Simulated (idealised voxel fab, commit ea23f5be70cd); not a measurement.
process module | voxel ribs on slabs
cross-section cut | 270 nm wide | cells 5 nm
A cross-section is a grid of square cells, given in bands from the top down. A band is one or more rows of cells.
Each band's line starts with the height of the band's top and of its bottom, in nm. Then come its materials from left to right, each with its width in nm. One material with "throughout" fills the band from edge to edge. "air" is empty space.
Height 0 is the level under which the wafer as received is all one material. The lowest band goes on downwards, as in "0 down".
A width such as "30 to 40" changes by the same amount from each row of cells to the next, from the band's top row to its bottom row.
"no change" after a step means that no cell of the cross-section changed.
closed voids: empty space of 8 cells or more with no open way to the top, each as width x height at its distance from the left edge, in nm
after a step's settings: what the simulator itself notes on the step
overlay nm, on a step with a mask: how far to the right of its planned place the mask lay; to the left if negative
plan
1 op RECEIVE | material Si
2 op DIRECTIONAL_DEP | material SiO2 | thk nm 30
3 op DIRECTIONAL_DEP | material polySi | thk nm 15
4 op MASKED_ETCH | tone cover | mask id RIB | width nm 15 | etch materials polySi | depth nm 10 | overlay nm 0
5 op PATTERN | tone cover | mask id SLAB | material resist | width nm 65 | thk nm 15 | overlay nm 0
6 op DIRECTIONAL_ETCH | etch materials polySi | depth nm 5
7 op STRIP | etch materials resist
8 op FILL_DEP | material SiO2 | thk nm 25
9 op CMP | height nm 65
10 op DIRECTIONAL_DEP | material W | thk nm 10
11 op MASKED_ETCH | tone cover | mask id HEATER | width nm 25 | etch materials W | depth nm 10 | overlay nm 0
12 op CONFORMAL_DEP | material SiO2 | thk nm 10
as received, after step 1
  0 down: Si throughout
  closed voids: none
a wafer at the end: this start, this plan, one mistake
  75 to 65: air 120 | W 25 | air 125
  65 to 45: SiO2 throughout
  45 to 35: SiO2 125 | polySi 15 | SiO2 130
  35 to 30: SiO2 100 | polySi 65 | SiO2 105
  30 to 0: SiO2 throughout
  0 down: Si throughout
  closed voids: none
what went wrong: step 12 was left out
